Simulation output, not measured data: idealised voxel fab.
This section sets out a process module, namely voxel ribs on slabs.
Each square cell in cross-section cut measures 5 nm, and the section as a whole is 260 nm wide.
Cross-section spec: square-cell grid; bands listed top down; each band is one or more rows.
This entry defines a band. It first specifies the height of the band's top and the height of its bottom in nm, and then specifies the band's materials from left to right, stating each material with its width in nm. The word "full width" identifies a single material that fills the band from edge to edge, while the word "empty" identifies empty space.
It should be noted that heights are counted from 0, beneath which the wafer as supplied is of one material throughout, and that the lowest band possesses no lower boundary but continues downward, as written in "top 0, no bottom".
Quick explanation for "30..40": the width changes in equal steps down the rows of cells, from the first number in the band's top row to the second number in its bottom row.
A step reported as "remained unchanged" is a step in which no cell of the cross-section changed.
Entry "Fully closed voids" = empty spaces >= 8 cells with no open way to the top; each as width x height at distance, distance from left edge, all nm.
after a step's settings: what the simulator itself notes on the step
What "overlay nm" on a step's line means: if the step has a mask, that mask lay this far to the right of its planned place, or, when the value is negative, to the left.
[Below is the list of planned process steps]
step 1: RECEIVE, material Si
step 2: DIRECTIONAL_DEP, material SiO2, thk nm 20
step 3: DIRECTIONAL_DEP, material polySi, thk nm 15
step 4: DIRECTIONAL_DEP, material aC, thk nm 15
step 5: PATTERN, tone cover, mask id RIB, material resist, width nm 20, thk nm 30, overlay nm 0
step 6: DIRECTIONAL_ETCH, etch materials aC, depth nm 15
step 7: STRIP, etch materials resist
step 8: DIRECTIONAL_ETCH, etch materials polySi, depth nm 5
step 9: STRIP, etch materials aC
step 10: DIRECTIONAL_DEP, material aC, thk nm 15
step 11: PATTERN, tone cover, mask id SLAB, material resist, width nm 60, thk nm 30, overlay nm 0
step 12: DIRECTIONAL_ETCH, etch materials aC, depth nm 15
step 13: STRIP, etch materials resist
step 14: DIRECTIONAL_ETCH, etch materials polySi, depth nm 10
step 15: STRIP, etch materials aC
step 16: FILL_DEP, material SiO2, thk nm 25
step 17: CMP, height nm 55
step 18: DIRECTIONAL_DEP, material W, thk nm 10
step 19: MASKED_ETCH, tone cover, mask id HEATER, width nm 30, etch materials W, depth nm 10, overlay nm 0
step 20: CONFORMAL_DEP, material SiO2, thk nm 5
[Received-state cross-section, reflecting completion of step 1]
* top 0, no bottom: Si full width
* Fully closed voids: none
[Figure: cross-sectional view of the wafer upon completion of the module, processed from the initial state and according to the plan depicted above, with one error introduced during execution]
* top 70, bottom 65: empty (110) / SiO2 (40) / empty (110)
* top 65, bottom 60: empty (110) / SiO2 (5) / W (30) / SiO2 (5) / empty (110)
* top 60, bottom 55: SiO2 (115) / W (30) / SiO2 (115)
* top 55, bottom 50: SiO2 full width
* top 50, bottom 45: SiO2 (120) / polySi (20) / SiO2 (120)
* top 45, bottom 35: SiO2 (100) / polySi (60) / SiO2 (100)
* top 35, bottom 20: polySi full width
* top 20, bottom 0: SiO2 full width
* top 0, no bottom: Si full width
* Fully closed voids: none
What went wrong in running the wafer? plan step 3 was twice executed
